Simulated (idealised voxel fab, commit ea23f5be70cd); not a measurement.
Proc. module: voxel wiring stack
The cross-section on display is named cut; it measures 165 nm wide, and its cells are 5 nm squares.
Each cross-section below is a grid of square cells, stated as bands in top-down order, with one or more rows of cells making up each band. Top, bottom (nm), then materials left to right with widths (nm); lone material tagged "full width" fills the whole band edge to edge; "empty" = empty space. Zero point of the height axis is 0; under it, received wafer = one material. Lowest band: continues down indefinitely, "from 0 down". Read "30 to 40" as a graded width: first number on top, second number at the bottom, same change between each pair of neighbouring rows. "no alteration" for a step: no cell of the cross-section changed in that step. Entry "Fully sealed voids" = empty spaces >= 8 cells with no open way to the top; each as width x height at distance, distance from left edge, all nm. On a step's line, text after the settings is the simulator commenting on that step. Among the settings permitted on a step's line is "overlay nm"; applied to a step with a mask, it specifies the extent to which the mask lay to the right of its planned position, whereas a negative figure signifies a position to the left.

Steps in the process plan
1. RECEIVE, material Si
2. CONFORMAL_DEP, material SiO2, thk nm 10
3. DIRECTIONAL_DEP, material TiN, thk nm 5
4. DIRECTIONAL_DEP, material Ru, thk nm 25
5. DIRECTIONAL_DEP, material aC, thk nm 15
6. PATTERN, tone cover, mask id METAL_1, material resist, width nm 25, pitch nm 45, thk nm 35, overlay nm 0
7. DIRECTIONAL_ETCH, etch materials aC, depth nm 15
8. STRIP, etch materials resist
9. DIRECTIONAL_ETCH, etch materials Ru, depth nm 25
10. DIRECTIONAL_ETCH, etch materials TiN, depth nm 5
11. STRIP, etch materials aC
12. FILL_DEP, material SiO2, thk nm 5
13. CMP, height nm 40
14. CONFORMAL_DEP, material SiCN, thk nm 5
15. DIRECTIONAL_DEP, material SiO2, thk nm 15
16. DIRECTIONAL_DEP, material aC, thk nm 10
17. PATTERN, tone open, mask id PLUG_1, material resist, width nm 15, thk nm 30, overlay nm 0
18. DIRECTIONAL_ETCH, etch materials aC, depth nm 10
19. STRIP, etch materials resist
20. DIRECTIONAL_ETCH, etch materials SiO2, depth nm 15
21. DIRECTIONAL_ETCH, etch materials SiCN, depth nm 5
22. STRIP, etch materials aC
23. CONFORMAL_DEP, material TiN, thk nm 5
24. FILL_DEP, material W, thk nm 10
25. CMP, height nm 60
26. DIRECTIONAL_DEP, material TiN, thk nm 5
27. DIRECTIONAL_DEP, material W, thk nm 20
28. DIRECTIONAL_DEP, material aC, thk nm 10
29. PATTERN, tone cover, mask id METAL_2, material resist, width nm 25, pitch nm 45, thk nm 30, overlay nm 0
30. DIRECTIONAL_ETCH, etch materials aC, depth nm 10
31. STRIP, etch materials resist
32. DIRECTIONAL_ETCH, etch materials W, depth nm 20
33. DIRECTIONAL_ETCH, etch materials TiN, depth nm 5
34. STRIP, etch materials aC
35. CONFORMAL_DEP, material SiCN, thk nm 5
36. FILL_DEP, material SiO2, thk nm 5
37. CMP, height nm 85
38. CONFORMAL_DEP, material SiCN, thk nm 5

Cross-section of the wafer upon arrival, representing the state reached after step 1
  from 0 down: Si full width
  Fully sealed voids: none

Here's the wafer cut in cross-section after the module, started and planned just like above, except one thing was done wrong in the run
  from 90 to 85: SiCN full width
  from 85 to 65: SiO2=40 | SiCN=5 | W=25 | SiCN=5 | SiO2=10 | SiCN=5 | W=25 | SiCN=5 | SiO2=45
  from 65 to 60: SiCN=45 | TiN=25 | SiCN=20 | TiN=25 | SiCN=50
  from 60 to 45: SiO2=45 | TiN=5 | W=5 | TiN=5 | SiO2=105
  from 45 to 40: SiCN=45 | TiN=15 | SiCN=105
  from 40 to 35: SiO2 full width
  from 35 to 10: SiO2=45 | Ru=25 | SiO2=20 | Ru=25 | SiO2=50
  from 10 to 0: SiO2 full width
  from 0 down: Si full width
  Fully sealed voids: none
Deviation noted in wafer processing: plan step 3 skipped
